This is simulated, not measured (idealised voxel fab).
The following is a process module called voxel gate over fins.
Cross-section cut spans 215 nm and uses square cells 5 nm in size.
Think of the cross-section as a grid of square cells. We describe it in bands, top to bottom, and each band covers one or more rows of those cells. Band: top height; bottom height; in nm. Then, left to right: material with width in nm, for each material. "all across": a single material spanning edge to edge. "empty": empty space. Ref level 0: as-received wafer is one material below here. Bottom band extends down with no lower bound ("top 0, no bottom"). A width such as "30 to 40" changes by the same amount from each row of cells to the next, from the band's top row to its bottom row. Reading "remains unaltered" for a step: not a cell of the cross-section changed in it. "Enclosed internal voids" specifies each empty space that is not open to the top and that occupies no fewer than 8 cells, using the form width x height at distance, the distance measured from the left edge and all three quantities in nm. Whatever follows a step's settings on its line is a remark the simulator itself makes about that step. On any step carrying a mask, the "overlay nm" setting, if present on the step's line, tells how far right of its planned place the mask lay; negative values point to the left.

Steps planned for the process
1 op RECEIVE | material Si
2 op CONFORMAL_DEP | material SiN | thk nm 10
3 op MASKED_ETCH | tone cover | mask id FINS | width nm 15 | pitch nm 40 | etch materials SiN | depth nm 10 | overlay nm 0
4 op MASKED_ETCH | tone cover | mask id FINS | width nm 15 | pitch nm 40 | etch materials Si | depth nm 35 | overlay nm 0
5 op OXIDIZE | depth nm 5
6 op FILL_DEP | material SiO2 | thk nm 5
7 op CMP | height nm 10
8 op SELECTIVE_ETCH | etch materials SiO2 | depth nm 20
9 op STRIP | etch materials SiN
10 op CONFORMAL_DEP | material HfO2 | thk nm 5
11 op CONFORMAL_DEP | material TiN | thk nm 5
12 op CONFORMAL_DEP | material TiAl | thk nm 5
13 op CONFORMAL_DEP | material TiN | thk nm 5
14 op FILL_DEP | material W | thk nm 10
15 op CMP | height nm 25
16 op CONFORMAL_DEP | material SiCN | thk nm 10

Shown in cross-section is the wafer as received, that is, as it stands after step 1
  top 0, no bottom | Si all across
  Enclosed internal voids: none

Here's the wafer cut in cross-section after the module, started and planned just like above, except one thing was done wrong in the run
  top 35, bottom 25 | SiCN all across
  top 25, bottom 20 | W all across
  top 20, bottom 15 | 65 W | 85 TiN | 65 W
  top 15, bottom 10 | 65 W | 5 TiN | 35 TiAl | 5 TiN | 35 TiAl | 5 TiN | 65 W
  top 10, bottom 5 | 70 TiN | 5 TiAl | 25 TiN | 5 TiAl | 5 TiN | 5 TiAl | 25 TiN | 5 TiAl | 70 TiN
  top 5, bottom 0 | 75 TiAl | 5 TiN | 15 HfO2 | 5 TiN | 5 TiAl | 5 TiN | 5 TiAl | 5 TiN | 15 HfO2 | 5 TiN | 75 TiAl
  top 0, bottom -5 | 70 TiN | 5 TiAl | 5 TiN | 5 HfO2 | 5 Si | 5 HfO2 | 5 TiN | 5 TiAl | 5 TiN | 5 TiAl | 5 TiN | 5 HfO2 | 5 Si | 5 HfO2 | 5 TiN | 5 TiAl | 70 TiN
  top -5, bottom -10 | 65 HfO2 | 5 TiN | 5 TiAl | 5 TiN | 5 HfO2 | 5 Si | 5 HfO2 | 5 TiN | 15 TiAl | 5 TiN | 5 HfO2 | 5 Si | 5 HfO2 | 5 TiN | 5 TiAl | 5 TiN | 65 HfO2
  top -10, bottom -15 | 60 SiO2 | 5 HfO2 | 15 TiN | 5 HfO2 | 5 Si | 5 HfO2 | 25 TiN | 5 HfO2 | 5 Si | 5 HfO2 | 15 TiN | 5 HfO2 | 60 SiO2
  top -15, bottom -20 | 60 SiO2 | 25 HfO2 | 5 Si | 35 HfO2 | 5 Si | 25 HfO2 | 60 SiO2
  top -20, bottom -40 | 85 SiO2 | 5 Si | 35 SiO2 | 5 Si | 85 SiO2
  top -40, no bottom | Si all across
  Enclosed internal voids: none
It is concluded that the wafer was processed incorrectly with respect to the plan, in that the executed order of steps 8 and 9 is the reverse of that specified in the plan, each step having taken the other's position
